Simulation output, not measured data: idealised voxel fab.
The following is a process module called voxel released beams.
For reference, the cross-section in this document is cut, with width 210 nm and square cells of 5 nm.
Notation: cross-section as square-cell grid; stated in bands, top first, going down; one or more cell rows per band. For a band, the entry starts with two heights in nm, that of the top and then that of the bottom, and carries on with the band's materials in order from left to right, each alongside its width in nm; the word "full width" beside a single material means it fills the band edge to edge, and "empty" means empty space. Convention: height 0 is the level below which the wafer, as received, is all one material. The lowest band does not terminate at the bottom but continues downward, represented as "0 -> down". It should be noted that a width expressed as "30->40" varies in equal increments from row to row of cells within the band, taking the value of the first number at the top row and that of the second number at the bottom row. No cell of the cross-section changed in a step that is given as "nothing altered". "Completely sealed voids" means: voids of 8 cells or more that are shut off from the top with no open way through. Written width x height at distance, distance from the left edge, in nm. On a step's line, text after the settings is the simulator commenting on that step. On any step carrying a mask, the "overlay nm" setting, if present on the step's line, tells how far right of its planned place the mask lay; negative values point to the left.

## Process steps (planned)
1,RECEIVE [material Si]
2,CONFORMAL_DEP [material SiN] [thk nm 10]
3,DIRECTIONAL_DEP [material SiO2] [thk nm 10]
4,PATTERN [tone open] [mask id ANCHOR] [material resist] [width nm 45] [thk nm 20] [overlay nm 0]
5,DIRECTIONAL_ETCH [etch materials SiO2] [depth nm 10]
6,STRIP [etch materials resist]
7,CONFORMAL_DEP [material W] [thk nm 15]
8,PATTERN [tone cover] [mask id BEAM] [material resist] [width nm 115] [thk nm 15] [overlay nm 0]
9,DIRECTIONAL_ETCH [etch materials W] [depth nm 15]
10,STRIP [etch materials resist]
11,STRIP [etch materials SiO2]

## as received, after step 1
> 0 -> down: Si full width
> Completely sealed voids: none

## Starting wafer: above. Plan: above. Run: one mistake. Cross-section after the module: below
> 45 -> 30: 45 nm empty | 115 nm W | 50 nm empty
> 30 -> 20: W full width
> 20 -> 10: 50 nm SiO2 | 45 nm W | 115 nm SiO2
> 10 -> 0: SiN full width
> 0 -> down: Si full width
> Completely sealed voids: none
Here's what went sideways: so step 7 ended up running with a different setting than we planned, it ran as CONFORMAL_DEP [material W] [thk nm 25]
